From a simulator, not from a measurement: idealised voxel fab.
Name of the process module below: voxel wiring stack
Each square cell in cross-section cut measures 5 nm, and the section as a whole is 260 nm wide.
Format of a cross-section: grid, square cells. Given as bands. Order: top down. Band: one or more rows of cells. Top, bottom (nm), then materials left to right with widths (nm); lone material tagged "all across" fills the whole band edge to edge; "air" = empty space. Beneath 0, the wafer as received is one material, and that level is where height counting begins. The lowest band goes on downward without a bottom; it is written like "0 and below". A width such as "30->40" changes by the same amount from each row of cells to the next, from the band's top row to its bottom row. The designation "stayed the same", where it is given for a processing step, indicates that no cell of the cross-section was altered in the course of that step. Any empty space of 8 cells or more lacking an open way to the top shows up in "Fully closed voids" as width x height at distance, distance from the left edge, in nm. Heads up: the bit after the settings on a step's line is the simulator's remark on that step. overlay nm: right-of-plan distance of the mask on a masked step; negative values mean left-of-plan.
**Set out below are the planned steps of the process**
step 1: RECEIVE [material Si]
step 2: CONFORMAL_DEP [material SiO2] [thk nm 10]
step 3: CONFORMAL_DEP [material SiCN] [thk nm 5]
step 4: DIRECTIONAL_DEP [material SiO2] [thk nm 20]
step 5: PATTERN [tone open] [mask id METAL_1] [material resist] [width nm 25] [pitch nm 40] [thk nm 15] [overlay nm 0]
step 6: DIRECTIONAL_ETCH [etch materials SiO2] [depth nm 20]
step 7: DIRECTIONAL_ETCH [etch materials SiCN] [depth nm 5]
step 8: STRIP [etch materials resist]
step 9: CONFORMAL_DEP [material TiN] [thk nm 5]
step 10: FILL_DEP [material W] [thk nm 10]
step 11: CMP [height nm 25]
step 12: CONFORMAL_DEP [material SiCN] [thk nm 5]
step 13: DIRECTIONAL_DEP [material SiO2] [thk nm 25]
step 14: PATTERN [tone open] [mask id METAL_2] [material resist] [width nm 25] [pitch nm 40] [thk nm 20] [overlay nm 0]
step 15: DIRECTIONAL_ETCH [etch materials SiO2] [depth nm 15]
step 16: STRIP [etch materials resist]
step 17: PATTERN [tone open] [mask id METAL_2_HOLES] [material resist] [width nm 15] [pitch nm 80] [thk nm 20] [overlay nm 0]
step 18: DIRECTIONAL_ETCH [etch materials SiO2] [depth nm 10]
step 19: DIRECTIONAL_ETCH [etch materials SiCN] [depth nm 5]
step 20: STRIP [etch materials resist]
step 21: CONFORMAL_DEP [material TiN] [thk nm 5]
step 22: FILL_DEP [material Cu] [thk nm 10]
step 23: CMP [height nm 65]
step 24: CONFORMAL_DEP [material SiN] [thk nm 5]
The plan's step 11 height nm is the first wafer's value; the wafers differ in this setting and start identical.
**First wafer of several, as received: cross-section after step 1**
> 0 and below = Si all across
> Fully closed voids: none
**The table below has one row for each wafer; a row shows, as of the end of the module, how many cells of each material the wafer has gained, marked (+), or lost, marked (-), since it was received, and then the wafer's closed voids**
height nm 25, +94 Cu, +78 SiCN, +52 SiN, +356 SiO2, +124 TiN, +24 W, Fully closed voids: none
height nm 30, +42 Cu, +78 SiCN, +52 SiN, +388 SiO2, +132 TiN, +36 W, Fully closed voids: none
height nm 35, +30 Cu, +78 SiCN, +52 SiN, +420 SiO2, +100 TiN, +48 W, Fully closed voids: none
height nm 40, +18 Cu, +78 SiCN, +52 SiN, +388 SiO2, +132 TiN, +60 W, Fully closed voids: none
height nm 45, +6 Cu, +78 SiCN, +52 SiN, +356 SiO2, +124 TiN, +112 W, Fully closed voids: none
height nm 50, +4 Cu, +78 SiCN, +52 SiN, +324 SiO2, +106 TiN, +164 W, Fully closed voids: none
